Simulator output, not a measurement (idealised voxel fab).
process module | voxel capacitor over wiring
cross-section cut | 280 nm wide | cells 5 nm
A cross-section is a grid of square cells, given in bands from the top down. A band is one or more rows of cells.
Each band's line starts with the height of the band's top and of its bottom, in nm. Then come its materials from left to right, each with its width in nm. One material with "throughout" fills the band from edge to edge. "air" is empty space.
Height 0 is the level under which the wafer as received is all one material. The lowest band goes on downwards, as in "0 down".
A width such as "30 to 40" changes by the same amount from each row of cells to the next, from the band's top row to its bottom row.
"no change" after a step means that no cell of the cross-section changed.
closed voids: empty space of 8 cells or more with no open way to the top, each as width x height at its distance from the left edge, in nm
after a step's settings: what the simulator itself notes on the step
overlay nm, on a step with a mask: how far to the right of its planned place the mask lay; to the left if negative
plan
1 op RECEIVE | material Si
2 op CONFORMAL_DEP | material SiO2 | thk nm 10
3 op CONFORMAL_DEP | material SiN | thk nm 5
4 op DIRECTIONAL_DEP | material lowk | thk nm 20
5 op DIRECTIONAL_DEP | material aC | thk nm 10
6 op PATTERN | tone open | mask id METAL_1 | material resist | width nm 30 | pitch nm 80 | thk nm 25 | overlay nm 0
7 op DIRECTIONAL_ETCH | etch materials aC | depth nm 10
8 op STRIP | etch materials resist
9 op DIRECTIONAL_ETCH | etch materials lowk | depth nm 10
10 op DIRECTIONAL_ETCH | etch materials SiN | depth nm 5
11 op STRIP | etch materials aC
12 op CONFORMAL_DEP | material TiN | thk nm 5
13 op FILL_DEP | material Ru | thk nm 10
14 op CMP | height nm 35
15 op EPI | material Ru | thk nm 5
16 op FILL_DEP | material SiCN | thk nm 5
17 op DIRECTIONAL_DEP | material SiO2 | thk nm 20
18 op PATTERN | tone open | mask id PLUG_1 | material resist | width nm 15 | thk nm 15 | overlay nm 0
19 op DIRECTIONAL_ETCH | etch materials SiO2 | depth nm 20
20 op DIRECTIONAL_ETCH | etch materials SiCN | depth nm 5
21 op STRIP | etch materials resist
22 op EPI | material Ru | thk nm 10
23 op EPI | material Ru | thk nm 10
24 op EPI | material Ru | thk nm 5
25 op DIRECTIONAL_DEP | material TiN | thk nm 5
26 op DIRECTIONAL_DEP | material Al2O3 | thk nm 5
27 op DIRECTIONAL_DEP | material TiN | thk nm 5
28 op MASKED_ETCH | tone cover | mask id UPPER_PLATE | width nm 55 | etch materials TiN | depth nm 5 | overlay nm 0
29 op MASKED_ETCH | tone cover | mask id UPPER_PLATE | width nm 55 | etch materials Al2O3 | depth nm 5 | overlay nm 0
30 op PATTERN | tone cover | mask id LOWER_PLATE | material resist | width nm 65 | thk nm 20 | overlay nm 0
31 op DIRECTIONAL_ETCH | etch materials TiN | depth nm 5
32 op STRIP | etch materials resist
33 op FILL_DEP | material SiO2 | thk nm 15
34 op CMP | height nm 90
35 op PATTERN | tone open | mask id PLUG_2 | material resist | width nm 15 | thk nm 20 | overlay nm 0
36 op DIRECTIONAL_ETCH | etch materials SiO2 | depth nm 10
37 op STRIP | etch materials resist
38 op CONFORMAL_DEP | material TiN | thk nm 5
39 op FILL_DEP | material W | thk nm 5
40 op CMP | height nm 90
41 op CONFORMAL_DEP | material SiN | thk nm 5
varied across the wafers: depth nm of step 9. The plan shows the first wafer's value. All wafers start alike
first wafer as received, after step 1
  0 down: Si throughout
  closed voids: none
each wafer at the end: cells of each material gained (+) or lost (-) since it was received, then its closed voids
depth nm 10 | +11 Al2O3 | +39 Ru | +93 SiCN | +112 SiN | +563 SiO2 | +45 TiN | +1 W | +200 lowk | closed voids: none
depth nm 15 | +11 Al2O3 | +47 Ru | +93 SiCN | +112 SiN | +563 SiO2 | +49 TiN | +1 W | +188 lowk | closed voids: none
depth nm 20 | +11 Al2O3 | +63 Ru | +93 SiCN | +100 SiN | +563 SiO2 | +57 TiN | +1 W | +176 lowk | closed voids: none
depth nm 25 | +11 Al2O3 | +63 Ru | +93 SiCN | +100 SiN | +563 SiO2 | +57 TiN | +1 W | +176 lowk | closed voids: none
depth nm 30 | +11 Al2O3 | +63 Ru | +93 SiCN | +100 SiN | +563 SiO2 | +57 TiN | +1 W | +176 lowk | closed voids: none
depth nm 35 | +11 Al2O3 | +63 Ru | +93 SiCN | +100 SiN | +563 SiO2 | +57 TiN | +1 W | +176 lowk | closed voids: none
